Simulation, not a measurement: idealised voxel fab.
process module | voxel capacitor over wiring
cross-section cut | 195 nm wide | cells 5 nm
A cross-section is a grid of square cells, given in bands from the top down. A band is one or more rows of cells.
Each band's line starts with the height of the band's top and of its bottom, in nm. Then come its materials from left to right, each with its width in nm. One material with "throughout" fills the band from edge to edge. "air" is empty space.
Height 0 is the level under which the wafer as received is all one material. The lowest band goes on downwards, as in "0 down".
A width such as "30 to 40" changes by the same amount from each row of cells to the next, from the band's top row to its bottom row.
"no change" after a step means that no cell of the cross-section changed.
closed voids: empty space of 8 cells or more with no open way to the top, each as width x height at its distance from the left edge, in nm
after a step's settings: what the simulator itself notes on the step
overlay nm, on a step with a mask: how far to the right of its planned place the mask lay; to the left if negative
plan
1 op RECEIVE | material Si
2 op CONFORMAL_DEP | material SiO2 | thk nm 10
3 op CONFORMAL_DEP | material SiCN | thk nm 5
4 op DIRECTIONAL_DEP | material SiO2 | thk nm 20
5 op PATTERN | tone open | mask id METAL_1 | material resist | width nm 30 | pitch nm 100 | thk nm 15 | overlay nm 0
6 op DIRECTIONAL_ETCH | etch materials SiO2 | depth nm 20
7 op DIRECTIONAL_ETCH | etch materials SiCN | depth nm 5
8 op STRIP | etch materials resist
9 op CONFORMAL_DEP | material TiN | thk nm 5
10 op FILL_DEP | material W | thk nm 5
11 op CMP | height nm 35
12 op EPI | material Ru | thk nm 5
13 op FILL_DEP | material SiCN | thk nm 5
14 op DIRECTIONAL_DEP | material lowk | thk nm 15
15 op PATTERN | tone open | mask id PLUG_1 | material resist | width nm 15 | thk nm 15 | overlay nm 0
16 op DIRECTIONAL_ETCH | etch materials lowk | depth nm 15
17 op DIRECTIONAL_ETCH | etch materials SiCN | depth nm 5
18 op STRIP | etch materials resist
19 op EPI | material Ru | thk nm 10
20 op EPI | material Ru | thk nm 10
21 op DIRECTIONAL_DEP | material TiN | thk nm 5
22 op DIRECTIONAL_DEP | material Al2O3 | thk nm 5
23 op DIRECTIONAL_DEP | material TiN | thk nm 10
24 op PATTERN | tone cover | mask id UPPER_PLATE | material resist | width nm 75 | thk nm 20 | overlay nm 0
25 op DIRECTIONAL_ETCH | etch materials TiN | depth nm 10
26 op DIRECTIONAL_ETCH | etch materials Al2O3 | depth nm 5
27 op STRIP | etch materials resist
28 op PATTERN | tone cover | mask id LOWER_PLATE | material resist | width nm 85 | thk nm 15 | overlay nm 0
29 op DIRECTIONAL_ETCH | etch materials TiN | depth nm 5
30 op STRIP | etch materials resist
31 op FILL_DEP | material SiO2 | thk nm 20
32 op CMP | height nm 95
33 op DIRECTIONAL_DEP | material aC | thk nm 15
34 op PATTERN | tone open | mask id PLUG_2 | material resist | width nm 15 | thk nm 30 | overlay nm 0
35 op DIRECTIONAL_ETCH | etch materials aC | depth nm 15
36 op STRIP | etch materials resist
37 op DIRECTIONAL_ETCH | etch materials SiO2 | depth nm 15
38 op STRIP | etch materials aC
39 op CONFORMAL_DEP | material TiN | thk nm 5
40 op FILL_DEP | material Cu | thk nm 10
41 op CMP | height nm 95
42 op CONFORMAL_DEP | material SiCN | thk nm 5
as received, after step 1
  0 down: Si throughout
  closed voids: none
first wafer at the end, as planned
  100 to 95: SiCN throughout
  95 to 85: SiO2 55 | TiN 5 | Cu 5 | TiN 5 | SiO2 125
  85 to 80: SiO2 55 | TiN 15 | SiO2 125
  80 to 70: SiO2 45 | TiN 75 | SiO2 75
  70 to 65: SiO2 45 | Al2O3 75 | SiO2 75
  65 to 60: SiO2 40 | TiN 85 | SiO2 70
  60 to 45: lowk 45 | Ru 15 | lowk 135
  45 to 40: SiCN 45 | Ru 15 | SiCN 135
  40 to 35: SiCN 25 | Ru 40 | SiCN 60 | Ru 40 | SiCN 30
  35 to 15: SiO2 30 | TiN 5 | W 20 | TiN 5 | SiO2 70 | TiN 5 | W 20 | TiN 5 | SiO2 35
  15 to 10: SiCN 30 | TiN 30 | SiCN 70 | TiN 30 | SiCN 35
  10 to 0: SiO2 throughout
  0 down: Si throughout
  closed voids: none
second wafer at the end: like start, like plan, one mistake
  100 to 95: SiCN throughout
  95 to 85: SiO2 55 | TiN 5 | Cu 5 | TiN 5 | SiO2 125
  85 to 80: SiO2 55 | TiN 15 | SiO2 125
  80 to 75: SiO2 45 | Al2O3 75 | SiO2 75
  75 to 70: SiO2 40 | TiN 85 | SiO2 70
  70 to 60: TiN throughout
  60 to 45: lowk 45 | Ru 15 | lowk 135
  45 to 40: SiCN 45 | Ru 15 | SiCN 135
  40 to 35: SiCN 25 | Ru 40 | SiCN 60 | Ru 40 | SiCN 30
  35 to 15: SiO2 30 | TiN 5 | W 20 | TiN 5 | SiO2 70 | TiN 5 | W 20 | TiN 5 | SiO2 35
  15 to 10: SiCN 30 | TiN 30 | SiCN 70 | TiN 30 | SiCN 35
  10 to 0: SiO2 throughout
  0 down: Si throughout
  closed voids: none
what went wrong: steps 22 and 23 were swapped
at the end the second wafer has, in cells: 48 fewer of SiO2 | 48 more of TiN
